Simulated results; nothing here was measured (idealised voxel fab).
The document below concerns the process module designated voxel self aligned contacts.
Pictured: cross-section cut, 220 nm wide, on a grid of 5 nm square cells.
In this document a cross-section is written as a grid of square cells. It is given as a series of bands, listed from the top down, and a band is one or more rows of cells.
Heights first: top, then bottom, in nm. Then materials, left to right, each with a width in nm. "throughout" on a single material: fills the band edge to edge. "blank": empty space.
Heights are reckoned from 0. Under this level, the received wafer is all of one material. The bottommost band is open-ended downward, for example "0 down".
Top row gets the first number, bottom row gets the second, and each row in between changes by the same step: that is how a band width like "30->40" works.
Reading "changes: none" for a step: not a cell of the cross-section changed in it.
Enclosed voids (no open way to top), threshold 8 cells or more, entry "Trapped void list", notation width x height at distance, distance from left edge, nm.
Post-settings text on a step line: simulator's own remark regarding the step.
A step line may carry the setting "overlay nm", which, for steps involving a mask, states the distance by which the mask lay to the right of its intended position; negative values denote displacement to the left.
Process steps foreseen in the plan:
step 1: RECEIVE with material Si
step 2: CONFORMAL_DEP with material SiO2, thk nm 5
step 3: DIRECTIONAL_DEP with material polySi, thk nm 30
step 4: DIRECTIONAL_DEP with material SiN, thk nm 15
step 5: PATTERN with tone cover, mask id GATE, material resist, width nm 25, pitch nm 55, thk nm 20, overlay nm 0
step 6: DIRECTIONAL_ETCH with etch materials SiN, depth nm 15
step 7: DIRECTIONAL_ETCH with etch materials polySi, depth nm 30
step 8: STRIP with etch materials resist
step 9: CONFORMAL_DEP with material SiN, thk nm 5
step 10: DIRECTIONAL_ETCH with etch materials SiN, depth nm 5
step 11: FILL_DEP with material SiO2, thk nm 10
step 12: CMP with height nm 55
step 13: PATTERN with tone open, mask id CONTACT, material resist, width nm 40, pitch nm 55, thk nm 20, overlay nm 0
step 14: DIRECTIONAL_ETCH with etch materials SiO2, depth nm 55
step 15: STRIP with etch materials resist
step 16: CONFORMAL_DEP with material TiN, thk nm 5
step 17: FILL_DEP with material W, thk nm 5
step 18: CMP with height nm 55
step 19: CONFORMAL_DEP with material SiCN, thk nm 5
Cross-section of the incoming wafer, state after step 1:
    0 down | Si throughout
    Trapped void list: none
First of two wafers, end-of-module section, run followed plan:
    60 to 55 | SiCN throughout
    55 to 50 | SiO2 60 / TiN 15 / W 10 / TiN 15 / SiO2 15 / TiN 15 / W 10 / TiN 15 / SiO2 65
    50 to 35 | SiO2 35 / SiN 35 / TiN 5 / W 10 / TiN 5 / SiN 35 / TiN 5 / W 10 / TiN 5 / SiN 35 / SiO2 40
    35 to 5 | SiO2 35 / SiN 5 / polySi 25 / SiN 5 / TiN 5 / W 10 / TiN 5 / SiN 5 / polySi 25 / SiN 5 / TiN 5 / W 10 / TiN 5 / SiN 5 / polySi 25 / SiN 5 / SiO2 40
    5 to 0 | SiO2 70 / TiN 20 / SiO2 35 / TiN 20 / SiO2 75
    0 down | Si throughout
    Trapped void list: none
This cross-section belongs to the second wafer of two at the end of the module; the start and the plan were shared with the first, and the run included one mistake:
    60 to 55 | SiCN throughout
    55 to 50 | SiO2 50 / TiN 25 / W 10 / TiN 5 / SiO2 15 / TiN 25 / W 10 / TiN 5 / SiO2 75
    50 to 35 | SiO2 35 / SiN 35 / TiN 5 / W 10 / TiN 5 / SiN 35 / TiN 5 / W 10 / TiN 5 / SiN 35 / SiO2 40
    35 to 5 | SiO2 35 / SiN 5 / polySi 25 / SiN 5 / TiN 5 / W 10 / TiN 5 / SiN 5 / polySi 25 / SiN 5 / TiN 5 / W 10 / TiN 5 / SiN 5 / polySi 25 / SiN 5 / SiO2 40
    5 to 0 | SiO2 70 / TiN 20 / SiO2 35 / TiN 20 / SiO2 75
    0 down | Si throughout
    Trapped void list: none
Short version of what went wrong: step 13 did not use the planned setting and instead ran as PATTERN with tone open, mask id CONTACT, material resist, width nm 40, pitch nm 55, thk nm 20, overlay nm -10
Comparing end states, the material composition by cell count is preserved from the first wafer to the second, while the locations of the cells are not.
